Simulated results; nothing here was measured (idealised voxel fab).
Name of the process module below: voxel self aligned contacts
Pictured: cross-section cut, 170 nm wide, on a grid of 5 nm square cells.
Reading order for cross-sections: top band down to bottom band. Underlying form: a grid of square cells. Band size: one or more rows of cells.
What a band's entry tells you: where the top is and where the bottom is, as heights in nm, and after that what lies inside, material by material from left to right, each with its width in nm. Empty space is written as the word "blank", and a single material marked with the word "full width" occupies the band from edge to edge.
Heights are expressed relative to 0, this being the level below which the as-received wafer comprises one material exclusively. The lowest band is unbounded in the downward direction and is denoted as in "0 down".
Read "30..40" as a graded width: first number on top, second number at the bottom, same change between each pair of neighbouring rows.
"nothing was modified" after a step means that no cell of the cross-section changed.
Entry "Closed cavities". Content: empty spaces with no open connection to the top, size 8 cells or greater. Each: width x height at distance. Distance: from left edge. Unit: nm.
It should be noted that, on the line of a given step, the content following the step's settings is a remark produced by the simulator itself with respect to that step.
overlay nm: step with mask; distance mask lay right of planned place; negative value = left of planned place.
## Planned step list for the process
1,RECEIVE | material Si
2,CONFORMAL_DEP | material SiO2 | thk nm 5
3,DIRECTIONAL_DEP | material polySi | thk nm 30
4,DIRECTIONAL_DEP | material SiN | thk nm 15
5,MASKED_ETCH | tone cover | mask id GATE | width nm 25 | pitch nm 50 | etch materials SiN | depth nm 15 | overlay nm 0
6,MASKED_ETCH | tone cover | mask id GATE | width nm 25 | pitch nm 50 | etch materials polySi | depth nm 30 | overlay nm 0
7,CONFORMAL_DEP | material SiN | thk nm 5
8,DIRECTIONAL_ETCH | etch materials SiN | depth nm 5
9,FILL_DEP | material SiO2 | thk nm 15
10,CMP | height nm 60
11,DIRECTIONAL_DEP | material aC | thk nm 10
12,PATTERN | tone open | mask id CONTACT | material resist | width nm 35 | pitch nm 50 | thk nm 30 | overlay nm 0
13,DIRECTIONAL_ETCH | etch materials aC | depth nm 10
14,STRIP | etch materials resist
15,DIRECTIONAL_ETCH | etch materials SiO2 | depth nm 60
16,STRIP | etch materials aC
17,CONFORMAL_DEP | material TiN | thk nm 5
18,FILL_DEP | material Ru | thk nm 5
19,CMP | height nm 60
20,CONFORMAL_DEP | material SiCN | thk nm 5
## The first of the two wafers, which ran as planned
## Cross-section of the incoming wafer, state after step 1
- 0 down  Si full width
- Closed cavities: none
## The wafer, seen in cross-section, after step 2
- 5 to 0  SiO2 full width
- At heights below 0, the structure remains unaltered.
## The wafer, seen in cross-section, after step 3
- 35 to 5  polySi full width
- At heights below 5, the structure remains unaltered.
## The wafer, seen in cross-section, after step 4
- 50 to 35  SiN full width
- At heights below 35, the structure remains unaltered.
## The wafer, seen in cross-section, after step 5
- 50 to 35  20 nm blank  25 nm SiN  25 nm blank  25 nm SiN  25 nm blank  25 nm SiN  25 nm blank
- At heights below 35, the structure remains unaltered.
## The wafer, seen in cross-section, after step 6
- 50 to 35  20 nm blank  25 nm SiN  25 nm blank  25 nm SiN  25 nm blank  25 nm SiN  25 nm blank
- 35 to 5  20 nm blank  25 nm polySi  25 nm blank  25 nm polySi  25 nm blank  25 nm polySi  25 nm blank
- At heights below 5, the structure remains unaltered.
## The wafer, seen in cross-section, after step 7
- 55 to 35  15 nm blank  35 nm SiN  15 nm blank  35 nm SiN  15 nm blank  35 nm SiN  20 nm blank
- 35 to 10  15 nm blank  5 nm SiN  25 nm polySi  5 nm SiN  15 nm blank  5 nm SiN  25 nm polySi  5 nm SiN  15 nm blank  5 nm SiN  25 nm polySi  5 nm SiN  20 nm blank
- 10 to 5  20 nm SiN  25 nm polySi  25 nm SiN  25 nm polySi  25 nm SiN  25 nm polySi  25 nm SiN
- At heights below 5, the structure remains unaltered.
## The wafer, seen in cross-section, after step 8
- 50 to 35  15 nm blank  35 nm SiN  15 nm blank  35 nm SiN  15 nm blank  35 nm SiN  20 nm blank
- 35 to 5  15 nm blank  5 nm SiN  25 nm polySi  5 nm SiN  15 nm blank  5 nm SiN  25 nm polySi  5 nm SiN  15 nm blank  5 nm SiN  25 nm polySi  5 nm SiN  20 nm blank
- At heights below 5, the structure remains unaltered.
## The wafer, seen in cross-section, after step 9
- 65 to 50  SiO2 full width
- 50 to 35  15 nm SiO2  35 nm SiN  15 nm SiO2  35 nm SiN  15 nm SiO2  35 nm SiN  20 nm SiO2
- 35 to 5  15 nm SiO2  5 nm SiN  25 nm polySi  5 nm SiN  15 nm SiO2  5 nm SiN  25 nm polySi  5 nm SiN  15 nm SiO2  5 nm SiN  25 nm polySi  5 nm SiN  20 nm SiO2
- At heights below 5, the structure remains unaltered.
## The wafer, seen in cross-section, after step 10
- 60 to 50  SiO2 full width
- At heights below 50, the structure remains unaltered.
## The wafer, seen in cross-section, after step 11
- 70 to 60  aC full width
- At heights below 60, the structure remains unaltered.
## The wafer, seen in cross-section, after step 12
- 100 to 70  40 nm resist  35 nm blank  15 nm resist  35 nm blank  45 nm resist
- At heights below 70, the structure remains unaltered.
## The wafer, seen in cross-section, after step 13
- 90 to 70  40 nm resist  35 nm blank  15 nm resist  35 nm blank  45 nm resist
- 70 to 60  40 nm aC  35 nm blank  15 nm aC  35 nm blank  45 nm aC
- At heights below 60, the structure remains unaltered.
## The wafer, seen in cross-section, after step 14
- 70 to 60  40 nm aC  35 nm blank  15 nm aC  35 nm blank  45 nm aC
- At heights below 60, the structure remains unaltered.
## The wafer, seen in cross-section, after step 15
- 70 to 60  40 nm aC  35 nm blank  15 nm aC  35 nm blank  45 nm aC
- 60 to 50  40 nm SiO2  35 nm blank  15 nm SiO2  35 nm blank  45 nm SiO2
- 50 to 35  15 nm SiO2  35 nm SiN  15 nm blank  35 nm SiN  15 nm blank  35 nm SiN  20 nm SiO2
- 35 to 5  15 nm SiO2  5 nm SiN  25 nm polySi  5 nm SiN  15 nm blank  5 nm SiN  25 nm polySi  5 nm SiN  15 nm blank  5 nm SiN  25 nm polySi  5 nm SiN  20 nm SiO2
- 5 to 0  50 nm SiO2  15 nm blank  35 nm SiO2  15 nm blank  55 nm SiO2
- At heights below 0, the structure remains unaltered.
## The wafer, seen in cross-section, after step 16
- 60 to 50  40 nm SiO2  35 nm blank  15 nm SiO2  35 nm blank  45 nm SiO2
- At heights below 50, the structure remains unaltered.
## The wafer, seen in cross-section, after step 17
- 65 to 60  45 nm TiN  25 nm blank  25 nm TiN  25 nm blank  50 nm TiN
- 60 to 50  40 nm SiO2  5..15 nm TiN  25..5 nm blank  5..15 nm TiN  15 nm SiO2  5..15 nm TiN  25..5 nm blank  5..15 nm TiN  45 nm SiO2
- 50 to 35  15 nm SiO2  35 nm SiN  5 nm TiN  5 nm blank  5 nm TiN  35 nm SiN  5 nm TiN  5 nm blank  5 nm TiN  35 nm SiN  20 nm SiO2
- 35 to 5  15 nm SiO2  5 nm SiN  25 nm polySi  5 nm SiN  5 nm TiN  5 nm blank  5 nm TiN  5 nm SiN  25 nm polySi  5 nm SiN  5 nm TiN  5 nm blank  5 nm TiN  5 nm SiN  25 nm polySi  5 nm SiN  20 nm SiO2
- 5 to 0  50 nm SiO2  15 nm TiN  35 nm SiO2  15 nm TiN  55 nm SiO2
- At heights below 0, the structure remains unaltered.
## The wafer, seen in cross-section, after step 18
- 70 to 65  Ru full width
- 65 to 60  45 nm TiN  25 nm Ru  25 nm TiN  25 nm Ru  50 nm TiN
- 60 to 50  40 nm SiO2  5..15 nm TiN  25..5 nm Ru  5..15 nm TiN  15 nm SiO2  5..15 nm TiN  25..5 nm Ru  5..15 nm TiN  45 nm SiO2
- 50 to 35  15 nm SiO2  35 nm SiN  5 nm TiN  5 nm Ru  5 nm TiN  35 nm SiN  5 nm TiN  5 nm Ru  5 nm TiN  35 nm SiN  20 nm SiO2
- 35 to 5  15 nm SiO2  5 nm SiN  25 nm polySi  5 nm SiN  5 nm TiN  5 nm Ru  5 nm TiN  5 nm SiN  25 nm polySi  5 nm SiN  5 nm TiN  5 nm Ru  5 nm TiN  5 nm SiN  25 nm polySi  5 nm SiN  20 nm SiO2
- At heights below 5, the structure remains unaltered.
## The wafer, seen in cross-section, after step 19
- 60 to 50  40 nm SiO2  5..15 nm TiN  25..5 nm Ru  5..15 nm TiN  15 nm SiO2  5..15 nm TiN  25..5 nm Ru  5..15 nm TiN  45 nm SiO2
- At heights below 50, the structure remains unaltered.
## The wafer, seen in cross-section, after step 20
- 65 to 60  SiCN full width
- At heights below 60, the structure remains unaltered.
## Notes, second wafer: start = first wafer's, plan = first wafer's, execution had one mistake; history identical to first through step 4
## X-section, second wafer, when step 5 was due to finish
- 50 to 35  25 nm blank  15 nm SiN  35 nm blank  15 nm SiN  35 nm blank  15 nm SiN  30 nm blank
- At heights below 35, the structure remains unaltered.
## X-section, second wafer, when step 6 was due to finish
- 50 to 35  25 nm blank  15 nm SiN  35 nm blank  15 nm SiN  35 nm blank  15 nm SiN  30 nm blank
- 35 to 5  20 nm blank  25 nm polySi  25 nm blank  25 nm polySi  25 nm blank  25 nm polySi  25 nm blank
- At heights below 5, the structure remains unaltered.
## X-section, second wafer, when step 7 was due to finish
- 55 to 40  20 nm blank  25 nm SiN  25 nm blank  25 nm SiN  25 nm blank  25 nm SiN  25 nm blank
- 40 to 35  15 nm blank  35 nm SiN  15 nm blank  35 nm SiN  15 nm blank  35 nm SiN  20 nm blank
- 35 to 10  15 nm blank  5 nm SiN  25 nm polySi  5 nm SiN  15 nm blank  5 nm SiN  25 nm polySi  5 nm SiN  15 nm blank  5 nm SiN  25 nm polySi  5 nm SiN  20 nm blank
- 10 to 5  20 nm SiN  25 nm polySi  25 nm SiN  25 nm polySi  25 nm SiN  25 nm polySi  25 nm SiN
- At heights below 5, the structure remains unaltered.
## X-section, second wafer, when step 8 was due to finish
- 50 to 35  20 nm blank  25 nm SiN  25 nm blank  25 nm SiN  25 nm blank  25 nm SiN  25 nm blank
- 35 to 5  15 nm blank  5 nm SiN  25 nm polySi  5 nm SiN  15 nm blank  5 nm SiN  25 nm polySi  5 nm SiN  15 nm blank  5 nm SiN  25 nm polySi  5 nm SiN  20 nm blank
- At heights below 5, the structure remains unaltered.
## X-section, second wafer, when step 9 was due to finish
- 65 to 50  SiO2 full width
- 50 to 35  20 nm SiO2  25 nm SiN  25 nm SiO2  25 nm SiN  25 nm SiO2  25 nm SiN  25 nm SiO2
- 35 to 5  15 nm SiO2  5 nm SiN  25 nm polySi  5 nm SiN  15 nm SiO2  5 nm SiN  25 nm polySi  5 nm SiN  15 nm SiO2  5 nm SiN  25 nm polySi  5 nm SiN  20 nm SiO2
- At heights below 5, the structure remains unaltered.
## X-section, second wafer, when step 10 was due to finish
- 60 to 50  SiO2 full width
- At heights below 50, the structure remains unaltered.
## X-section, second wafer, when step 11 was due to finish
- 70 to 60  aC full width
- At heights below 60, the structure remains unaltered.
## X-section, second wafer, when step 12 was due to finish
- 100 to 70  40 nm resist  35 nm blank  15 nm resist  35 nm blank  45 nm resist
- At heights below 70, the structure remains unaltered.
## X-section, second wafer, when step 13 was due to finish
- 90 to 70  40 nm resist  35 nm blank  15 nm resist  35 nm blank  45 nm resist
- 70 to 60  40 nm aC  35 nm blank  15 nm aC  35 nm blank  45 nm aC
- At heights below 60, the structure remains unaltered.
## X-section, second wafer, when step 14 was due to finish
- 70 to 60  40 nm aC  35 nm blank  15 nm aC  35 nm blank  45 nm aC
- At heights below 60, the structure remains unaltered.
## X-section, second wafer, when step 15 was due to finish
- 70 to 60  40 nm aC  35 nm blank  15 nm aC  35 nm blank  45 nm aC
- 60 to 50  40 nm SiO2  35 nm blank  15 nm SiO2  35 nm blank  45 nm SiO2
- 50 to 35  20 nm SiO2  25 nm SiN  25 nm blank  25 nm SiN  25 nm blank  25 nm SiN  25 nm SiO2
- 35 to 5  15 nm SiO2  5 nm SiN  25 nm polySi  5 nm SiN  15 nm blank  5 nm SiN  25 nm polySi  5 nm SiN  15 nm blank  5 nm SiN  25 nm polySi  5 nm SiN  20 nm SiO2
- 5 to 0  50 nm SiO2  15 nm blank  35 nm SiO2  15 nm blank  55 nm SiO2
- At heights below 0, the structure remains unaltered.
## X-section, second wafer, when step 16 was due to finish
- 60 to 50  40 nm SiO2  35 nm blank  15 nm SiO2  35 nm blank  45 nm SiO2
- At heights below 50, the structure remains unaltered.
## X-section, second wafer, when step 17 was due to finish
- 65 to 60  45 nm TiN  25 nm blank  25 nm TiN  25 nm blank  50 nm TiN
- 60 to 50  40 nm SiO2  5..10 nm TiN  25..15 nm blank  5..10 nm TiN  15 nm SiO2  5..10 nm TiN  25..15 nm blank  5..10 nm TiN  45 nm SiO2
- 50 to 40  20 nm SiO2  25 nm SiN  5 nm TiN  15 nm blank  5 nm TiN  25 nm SiN  5 nm TiN  15 nm blank  5 nm TiN  25 nm SiN  25 nm SiO2
- 40 to 35  20 nm SiO2  25 nm SiN  10 nm TiN  5 nm blank  10 nm TiN  25 nm SiN  10 nm TiN  5 nm blank  10 nm TiN  25 nm SiN  25 nm SiO2
- 35 to 5  15 nm SiO2  5 nm SiN  25 nm polySi  5 nm SiN  5 nm TiN  5 nm blank  5 nm TiN  5 nm SiN  25 nm polySi  5 nm SiN  5 nm TiN  5 nm blank  5 nm TiN  5 nm SiN  25 nm polySi  5 nm SiN  20 nm SiO2
- 5 to 0  50 nm SiO2  15 nm TiN  35 nm SiO2  15 nm TiN  55 nm SiO2
- At heights below 0, the structure remains unaltered.
## X-section, second wafer, when step 18 was due to finish
- 70 to 65  Ru full width
- 65 to 60  45 nm TiN  25 nm Ru  25 nm TiN  25 nm Ru  50 nm TiN
- 60 to 50  40 nm SiO2  5..10 nm TiN  25..15 nm Ru  5..10 nm TiN  15 nm SiO2  5..10 nm TiN  25..15 nm Ru  5..10 nm TiN  45 nm SiO2
- 50 to 40  20 nm SiO2  25 nm SiN  5 nm TiN  15 nm Ru  5 nm TiN  25 nm SiN  5 nm TiN  15 nm Ru  5 nm TiN  25 nm SiN  25 nm SiO2
- 40 to 35  20 nm SiO2  25 nm SiN  10 nm TiN  5 nm Ru  10 nm TiN  25 nm SiN  10 nm TiN  5 nm Ru  10 nm TiN  25 nm SiN  25 nm SiO2
- 35 to 5  15 nm SiO2  5 nm SiN  25 nm polySi  5 nm SiN  5 nm TiN  5 nm Ru  5 nm TiN  5 nm SiN  25 nm polySi  5 nm SiN  5 nm TiN  5 nm Ru  5 nm TiN  5 nm SiN  25 nm polySi  5 nm SiN  20 nm SiO2
- At heights below 5, the structure remains unaltered.
## X-section, second wafer, when step 19 was due to finish
- 60 to 50  40 nm SiO2  5..10 nm TiN  25..15 nm Ru  5..10 nm TiN  15 nm SiO2  5..10 nm TiN  25..15 nm Ru  5..10 nm TiN  45 nm SiO2
- At heights below 50, the structure remains unaltered.
## X-section, second wafer, when step 20 was due to finish
- 65 to 60  SiCN full width
- At heights below 60, the structure remains unaltered.
Heads up, the wafer didn't run the way we planned it: contrary to plan, step 5 was performed as MASKED_ETCH | tone cover | mask id GATE | width nm 15 | pitch nm 50 | etch materials SiN | depth nm 15 | overlay nm 0
At the finish, the second wafer shows more or fewer cells for some materials than the first does: Ru +12 | SiN -18 | SiO2 +6
